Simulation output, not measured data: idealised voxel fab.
process module | voxel tone inversion
cross-section cut | 145 nm wide | cells 5 nm
A cross-section is a grid of square cells, given in bands from the top down. A band is one or more rows of cells.
Each band's line starts with the height of the band's top and of its bottom, in nm. Then come its materials from left to right, each with its width in nm. One material with "throughout" fills the band from edge to edge. "air" is empty space.
Height 0 is the level under which the wafer as received is all one material. The lowest band goes on downwards, as in "0 down".
A width such as "30 to 40" changes by the same amount from each row of cells to the next, from the band's top row to its bottom row.
"no change" after a step means that no cell of the cross-section changed.
closed voids: empty space of 8 cells or more with no open way to the top, each as width x height at its distance from the left edge, in nm
after a step's settings: what the simulator itself notes on the step
overlay nm, on a step with a mask: how far to the right of its planned place the mask lay; to the left if negative
plan
1 op RECEIVE | material Si
2 op CONFORMAL_DEP | material SiCN | thk nm 10
3 op DIRECTIONAL_DEP | material aC | thk nm 15
4 op PATTERN | tone cover | mask id POSTS | material resist | width nm 15 | pitch nm 30 | thk nm 20 | overlay nm 0
5 op DIRECTIONAL_ETCH | etch materials aC | depth nm 15
6 op STRIP | etch materials resist
7 op FILL_DEP | material SiO2 | thk nm 5
8 op CMP | height nm 25
9 op STRIP | etch materials aC
10 op CONFORMAL_DEP | material TiN | thk nm 5
11 op FILL_DEP | material Ru | thk nm 5
12 op CMP | height nm 25
13 op CONFORMAL_DEP | material SiCN | thk nm 5
as received, after step 1
  0 down: Si throughout
  closed voids: none
first wafer at the end, as planned
  30 to 25: SiCN throughout
  25 to 15: SiO2 20 | TiN 5 | Ru 5 | TiN 5 | SiO2 15 | TiN 5 | Ru 5 | TiN 5 | SiO2 15 | TiN 5 | Ru 5 | TiN 5 | SiO2 15 | TiN 5 | Ru 5 | TiN 5 | SiO2 20
  15 to 10: SiO2 20 | TiN 15 | SiO2 15 | TiN 15 | SiO2 15 | TiN 15 | SiO2 15 | TiN 15 | SiO2 20
  10 to 0: SiCN throughout
  0 down: Si throughout
  closed voids: none
second wafer at the end: like start, like plan, one mistake
  35 to 30: SiCN throughout
  30 to 25: TiN 25 | Ru 5 | TiN 25 | Ru 5 | TiN 25 | Ru 5 | TiN 25 | Ru 5 | TiN 25
  25 to 15: SiO2 20 | TiN 5 | Ru 5 | TiN 5 | SiO2 15 | TiN 5 | Ru 5 | TiN 5 | SiO2 15 | TiN 5 | Ru 5 | TiN 5 | SiO2 15 | TiN 5 | Ru 5 | TiN 5 | SiO2 20
  15 to 10: SiO2 20 | TiN 15 | SiO2 15 | TiN 15 | SiO2 15 | TiN 15 | SiO2 15 | TiN 15 | SiO2 20
  10 to 0: SiCN throughout
  0 down: Si throughout
  closed voids: none
what went wrong: step 12 ran as: op CMP | height nm 30
at the end the second wafer has, in cells: 4 more of Ru | 25 more of TiN
